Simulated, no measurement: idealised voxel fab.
The following process module bears the name voxel capacitor over wiring.
Cross-section cut: width 270 nm, square cells of 5 nm.
Reading order for cross-sections: top band down to bottom band. Underlying form: a grid of square cells. Band size: one or more rows of cells. The band entry comprises the height of the band's top followed by the height of its bottom, expressed in nm, and subsequently the band's materials from left to right, each stated together with its width in nm. Where a single material is marked with the word "edge to edge", that material fills the band from edge to edge. The word "air" represents empty space. Height is counted from the level 0, under which the received wafer is composed throughout of one material. The lowest of the bands is not closed at the bottom but continues downward, in the notation "0..down". Graded width ("30..40"): value in top row of band = first number; value in bottom row = second number; row-to-row change constant. "changes: none" for a step: no cell of the cross-section changed in that step. Sealed-off cavities: empty space of 8 cells or more with no open way to the top, each as width x height at its distance from the left edge, in nm. Whatever follows a step's settings on its line is a remark the simulator itself makes about that step. Among the settings permitted on a step's line is "overlay nm"; applied to a step with a mask, it specifies the extent to which the mask lay to the right of its planned position, whereas a negative figure signifies a position to the left.
## List of planned process steps
- 1: RECEIVE, material Si
- 2: CONFORMAL_DEP, material SiO2, thk nm 10
- 3: CONFORMAL_DEP, material SiN, thk nm 5
- 4: DIRECTIONAL_DEP, material SiO2, thk nm 20
- 5: DIRECTIONAL_DEP, material aC, thk nm 10
- 6: PATTERN, tone open, mask id METAL_1, material resist, width nm 25, pitch nm 90, thk nm 25, overlay nm 0
- 7: DIRECTIONAL_ETCH, etch materials aC, depth nm 10
- 8: STRIP, etch materials resist
- 9: DIRECTIONAL_ETCH, etch materials SiO2, depth nm 20
- 10: DIRECTIONAL_ETCH, etch materials SiN, depth nm 5
- 11: STRIP, etch materials aC
- 12: CONFORMAL_DEP, material TiN, thk nm 5
- 13: FILL_DEP, material W, thk nm 10
- 14: CMP, height nm 35
- 15: CONFORMAL_DEP, material SiCN, thk nm 5
- 16: DIRECTIONAL_DEP, material lowk, thk nm 15
- 17: PATTERN, tone open, mask id PLUG_1, material resist, width nm 15, thk nm 15, overlay nm 0
- 18: DIRECTIONAL_ETCH, etch materials lowk, depth nm 15
- 19: DIRECTIONAL_ETCH, etch materials SiCN, depth nm 5
- 20: STRIP, etch materials resist
- 21: EPI, material Ru, thk nm 10
- 22: EPI, material Ru, thk nm 10
- 23: DIRECTIONAL_DEP, material TiN, thk nm 10
- 24: DIRECTIONAL_DEP, material HfO2, thk nm 5
- 25: DIRECTIONAL_DEP, material TiN, thk nm 5
- 26: PATTERN, tone cover, mask id UPPER_PLATE, material resist, width nm 70, thk nm 15, overlay nm 0
- 27: DIRECTIONAL_ETCH, etch materials TiN, depth nm 5
- 28: DIRECTIONAL_ETCH, etch materials HfO2, depth nm 5
- 29: STRIP, etch materials resist
- 30: MASKED_ETCH, tone cover, mask id LOWER_PLATE, width nm 80, etch materials TiN, depth nm 10, overlay nm 0
- 31: FILL_DEP, material SiO2, thk nm 20
- 32: CMP, height nm 90
- 33: MASKED_ETCH, tone open, mask id PLUG_2, width nm 15, etch materials SiO2, depth nm 15, overlay nm 0
- 34: CONFORMAL_DEP, material TiN, thk nm 5
- 35: FILL_DEP, material W, thk nm 5
- 36: CMP, height nm 90
- 37: CONFORMAL_DEP, material SiN, thk nm 5
## Shown in cross-section is the wafer as received, that is, as it stands after step 1
- 0..down | Si edge to edge
- Sealed-off cavities: none
## The cross-section shown corresponds to the wafer at the conclusion of the module. The initial structure and the process plan are those presented above; however, one mistake occurred in executing the plan
- 95..90 | SiN edge to edge
- 90..80 | SiO2 (95) | TiN (5) | W (5) | TiN (5) | SiO2 (160)
- 80..70 | SiO2 (95..85) | TiN (15..70) | SiO2 (160..115)
- 70..65 | SiO2 (85) | HfO2 (70) | SiO2 (115)
- 65..55 | SiO2 (80) | TiN (80) | SiO2 (110)
- 55..40 | lowk (75) | Ru (15) | lowk (180)
- 40..35 | SiCN (75) | Ru (15) | SiCN (180)
- 35..15 | SiO2 (75) | TiN (5) | W (15) | TiN (5) | SiO2 (65) | TiN (5) | W (15) | TiN (5) | SiO2 (80)
- 15..10 | SiN (75) | TiN (25) | SiN (65) | TiN (25) | SiN (80)
- 10..0 | SiO2 edge to edge
- 0..down | Si edge to edge
- Sealed-off cavities: none
Short version of what went wrong: step 17 did not happen as planned, as run it was PATTERN, tone open, mask id PLUG_1, material resist, width nm 15, thk nm 15, overlay nm -10
